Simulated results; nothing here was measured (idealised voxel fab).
voxel released beams: a process module
Cross-section cut: width 230 nm, square cells of 5 nm.
A cross-section is a grid of square cells, given in bands from the top down. A band is one or more rows of cells. This entry defines a band. It first specifies the height of the band's top and the height of its bottom in nm, and then specifies the band's materials from left to right, stating each material with its width in nm. The word "throughout" identifies a single material that fills the band from edge to edge, while the word "blank" identifies empty space. Ref level 0: as-received wafer is one material below here. Bottom band extends down with no lower bound ("0 down"). Width: "30 to 40" (first number = top row, second number = bottom row, same change from row to row of cells). Reading "all unchanged" for a step: not a cell of the cross-section changed in it. "Closed void listing" specifies each empty space that is not open to the top and that occupies no fewer than 8 cells, using the form width x height at distance, the distance measured from the left edge and all three quantities in nm. What comes after the settings on a step's line is commentary from the simulator itself on that step. What "overlay nm" on a step's line means: if the step has a mask, that mask lay this far to the right of its planned place, or, when the value is negative, to the left.
## List of planned process steps
1 RECEIVE with material Si
2 CONFORMAL_DEP with material Al2O3, thk nm 10
3 DIRECTIONAL_DEP with material SiO2, thk nm 15
4 PATTERN with tone open, mask id ANCHOR, material resist, width nm 35, thk nm 15, overlay nm 0
5 DIRECTIONAL_ETCH with etch materials SiO2, depth nm 15
6 STRIP with etch materials resist
7 CONFORMAL_DEP with material polySi, thk nm 10
8 DIRECTIONAL_DEP with material aC, thk nm 10
9 PATTERN with tone cover, mask id BEAM, material resist, width nm 95, thk nm 25, overlay nm -15
10 DIRECTIONAL_ETCH with etch materials aC, depth nm 10
11 STRIP with etch materials resist
12 DIRECTIONAL_ETCH with etch materials polySi, depth nm 10
13 STRIP with etch materials aC
14 STRIP with etch materials SiO2
Split variable: overlay nm, step 9. Plan value = first wafer. Wafers start alike.
## First of several wafers (as received, post step 1), cross-sectional view
	0 down  Si throughout
	Closed void listing: none
## After the module's final step, step 14: the first of several wafers in cross-section
	35 to 25  blank (50); polySi (30); blank (15); polySi (50); blank (85)
	25 to 20  blank (70); polySi (10); blank (15); polySi (10); blank (125)
	20 to 10  blank (70); polySi (35); blank (125)
	10 to 0  Al2O3 throughout
	0 down  Si throughout
	Closed void listing: none
## Cross-sectional view, end of module, last wafer of several
	35 to 25  blank (95); polySi (80); blank (55)
	25 to 20  blank (70); polySi (10); blank (15); polySi (10); blank (125)
	20 to 10  blank (70); polySi (35); blank (125)
	10 to 0  Al2O3 throughout
	0 down  Si throughout
	Closed void listing: none
## Each row below is a wafer at the end of the module, listing for every material the number of cells it has gained (+) or lost (-) since it was received, followed by its closed voids
overlay nm -15, +92 Al2O3, +50 polySi, Closed void listing: none
overlay nm -10, +92 Al2O3, +50 polySi, Closed void listing: none
overlay nm -5, +92 Al2O3, +50 polySi, Closed void listing: none
overlay nm 0, +92 Al2O3, +50 polySi, Closed void listing: none
overlay nm 5, +92 Al2O3, +50 polySi, Closed void listing: none
overlay nm 10, +92 Al2O3, +50 polySi, Closed void listing: none
overlay nm 15, +92 Al2O3, +50 polySi, Closed void listing: none
